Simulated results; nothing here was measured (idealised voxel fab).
Process module heading - voxel capacitor over wiring
Cross-sectional view cut (width: 295 nm; square cell size: 5 nm).
Bands, listed from the top down, are how a cross-section gets written in this document; the cross-section itself is a grid of square cells, and a band is one or more rows of them. First you get the band's top height and its bottom height, in nm, and then the materials it's made of, left to right, with each width in nm. If you see a single material with "everywhere", that one covers the band edge to edge. "blank" is empty space. The level at which height equals 0 is the one under which the wafer, as it arrives, is entirely one material. No lower edge exists for the bottom band, which continues downward and is notated as in "z 0 and below". When a width is written as two numbers, as in "30->40", the first number is the width in the top row of cells of the band and the second is the width in its bottom row, and the width changes by the same amount from each row to the next. Key: "same as before" - step with no changed cell in the cross-section. The entry "Closed empty spaces" lists the empty spaces that cover at least 8 cells and have no open path to the top. Each is written as width x height at distance, where the distance is measured from the left edge and all three values are in nm. What comes after the settings on a step's line is commentary from the simulator itself on that step. overlay nm: how far to the right of its planned place the mask lay on this masked step (negative: to the left).

**Listed below are the process steps as planned**
1) RECEIVE (material Si)
2) CONFORMAL_DEP (material SiO2; thk nm 10)
3) CONFORMAL_DEP (material SiN; thk nm 5)
4) DIRECTIONAL_DEP (material SiO2; thk nm 20)
5) PATTERN (tone open; mask id METAL_1; material resist; width nm 20; pitch nm 90; thk nm 15; overlay nm 0)
6) DIRECTIONAL_ETCH (etch materials SiO2; depth nm 20)
7) DIRECTIONAL_ETCH (etch materials SiN; depth nm 5)
8) STRIP (etch materials resist)
9) CONFORMAL_DEP (material TiN; thk nm 5)
10) FILL_DEP (material W; thk nm 5)
11) CMP (height nm 35)
12) CONFORMAL_DEP (material SiCN; thk nm 5)
13) DIRECTIONAL_DEP (material lowk; thk nm 10)
14) PATTERN (tone open; mask id PLUG_1; material resist; width nm 15; thk nm 15; overlay nm 0)
15) DIRECTIONAL_ETCH (etch materials lowk; depth nm 10)
16) DIRECTIONAL_ETCH (etch materials SiCN; depth nm 5)
17) STRIP (etch materials resist)
18) CONFORMAL_DEP (material TiN; thk nm 5)
19) FILL_DEP (material W; thk nm 10)
20) CMP (height nm 50)
21) DIRECTIONAL_DEP (material TiN; thk nm 10)
22) DIRECTIONAL_DEP (material Al2O3; thk nm 5)
23) DIRECTIONAL_DEP (material TiN; thk nm 5)
24) DIRECTIONAL_DEP (material aC; thk nm 15)
25) PATTERN (tone cover; mask id UPPER_PLATE; material resist; width nm 75; thk nm 35; overlay nm 0)
26) DIRECTIONAL_ETCH (etch materials aC; depth nm 15)
27) STRIP (etch materials resist)
28) DIRECTIONAL_ETCH (etch materials TiN; depth nm 5)
29) DIRECTIONAL_ETCH (etch materials Al2O3; depth nm 5)
30) STRIP (etch materials aC)
31) PATTERN (tone cover; mask id LOWER_PLATE; material resist; width nm 85; thk nm 20; overlay nm 0)
32) DIRECTIONAL_ETCH (etch materials TiN; depth nm 10)
33) STRIP (etch materials resist)
34) FILL_DEP (material SiO2; thk nm 20)
35) CMP (height nm 85)
36) PATTERN (tone open; mask id PLUG_2; material resist; width nm 15; thk nm 20; overlay nm 0)
37) DIRECTIONAL_ETCH (etch materials SiO2; depth nm 15)
38) STRIP (etch materials resist)
39) CONFORMAL_DEP (material TiN; thk nm 5)
40) FILL_DEP (material W; thk nm 10)
41) CMP (height nm 85)
42) CONFORMAL_DEP (material SiN; thk nm 5)
The plan shows the thk nm of step 23 as the first wafer had it; this setting differs between the wafers, which start out alike.

**first wafer as received, after step 1**
> z 0 and below | Si everywhere
> Closed empty spaces: none

**The table below has one row for each wafer; a row shows, as of the end of the module, how many cells of each material the wafer has gained, marked (+), or lost, marked (-), since it was received, and then the wafer's closed voids**
thk nm 5 | +15 Al2O3 | +56 SiCN | +110 SiN | +662 SiO2 | +87 TiN | +20 W | +112 lowk | Closed empty spaces: none
thk nm 10 | +59 Al2O3 | +56 SiCN | +110 SiN | +520 SiO2 | +186 TiN | +19 W | +112 lowk | Closed empty spaces: none
thk nm 15 | +59 Al2O3 | +56 SiCN | +110 SiN | +506 SiO2 | +201 TiN | +18 W | +112 lowk | Closed empty spaces: none
thk nm 20 | +59 Al2O3 | +56 SiCN | +110 SiN | +450 SiO2 | +257 TiN | +18 W | +112 lowk | Closed empty spaces: none
